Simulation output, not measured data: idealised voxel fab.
Herein follows the process module entitled voxel tone inversion.
cross-section cut | 180 nm wide | cells 5 nm
A cross-section is a grid of square cells, given in bands from the top down. A band is one or more rows of cells. Read a band's entry like this: the first values are the height of its top and the height of its bottom in nm, and what follows is the sequence of materials from left to right, each with its width in nm. Note that "air" is empty space, and that a single material marked "edge to edge" reaches across the band from edge to edge. Height is counted from the level 0, under which the received wafer is composed throughout of one material. The lowest of the bands is not closed at the bottom but continues downward, in the notation "0 nm and below". The two numbers in a width such as "30 to 40" mark its ends across the band: the first belongs to the top row of cells, the second to the bottom row, and from each row to the next the width moves by the same amount. The cross-section has no changed cell in any step marked "no change". Reported under the label "Enclosed cavities" are the empty spaces having no open way to the top and comprising 8 cells or more; the notation for each is width x height at distance, in which the distance is measured from the left edge and all three values are in nm. Where a step's line continues beyond its settings, the continuation is a remark by the simulator itself on that step. overlay nm: right-of-plan distance of the mask on a masked step; negative values mean left-of-plan.
## Planned process steps
1: RECEIVE, material Si
2: CONFORMAL_DEP, material SiCN, thk nm 10
3: DIRECTIONAL_DEP, material polySi, thk nm 25
4: PATTERN, tone cover, mask id POSTS, material resist, width nm 15, pitch nm 35, thk nm 30, overlay nm 0
5: DIRECTIONAL_ETCH, etch materials polySi, depth nm 25
6: STRIP, etch materials resist
7: FILL_DEP, material SiO2, thk nm 5
8: CMP, height nm 35
9: STRIP, etch materials polySi
10: CONFORMAL_DEP, material TiN, thk nm 5
11: FILL_DEP, material W, thk nm 10
12: CMP, height nm 35
13: CONFORMAL_DEP, material SiCN, thk nm 5
## The cross-section here shows the wafer as received, i.e. in its state after step 1
  0 nm and below: Si edge to edge
  Enclosed cavities: none
## Here's the cross-section of the first of our two wafers at the end of the module - it ran as planned
  40 nm to 35 nm: SiCN edge to edge
  35 nm to 15 nm: SiO2: 65, TiN: 5, W: 5, TiN: 5, SiO2: 20, TiN: 5, W: 5, TiN: 5, SiO2: 65
  15 nm to 10 nm: SiO2: 65, TiN: 15, SiO2: 20, TiN: 15, SiO2: 65
  10 nm to 0 nm: SiCN edge to edge
  0 nm and below: Si edge to edge
  Enclosed cavities: none
## Cross-sectional image of the second wafer of the two following completion of the module. Starting state and process plan were the same as for the first wafer; one execution error occurred
  40 nm to 35 nm: SiCN edge to edge
  35 nm to 15 nm: SiO2: 70, TiN: 5, W: 5, TiN: 5, SiO2: 20, TiN: 5, W: 5, TiN: 5, SiO2: 60
  15 nm to 10 nm: SiO2: 70, TiN: 15, SiO2: 20, TiN: 15, SiO2: 60
  10 nm to 0 nm: SiCN edge to edge
  0 nm and below: Si edge to edge
  Enclosed cavities: none
Run error: step 4 was run on a setting that differed from the plan, and what really ran there is PATTERN, tone cover, mask id POSTS, material resist, width nm 15, pitch nm 35, thk nm 30, overlay nm 5
Both wafers, final: cells per material equal; arrangement not.
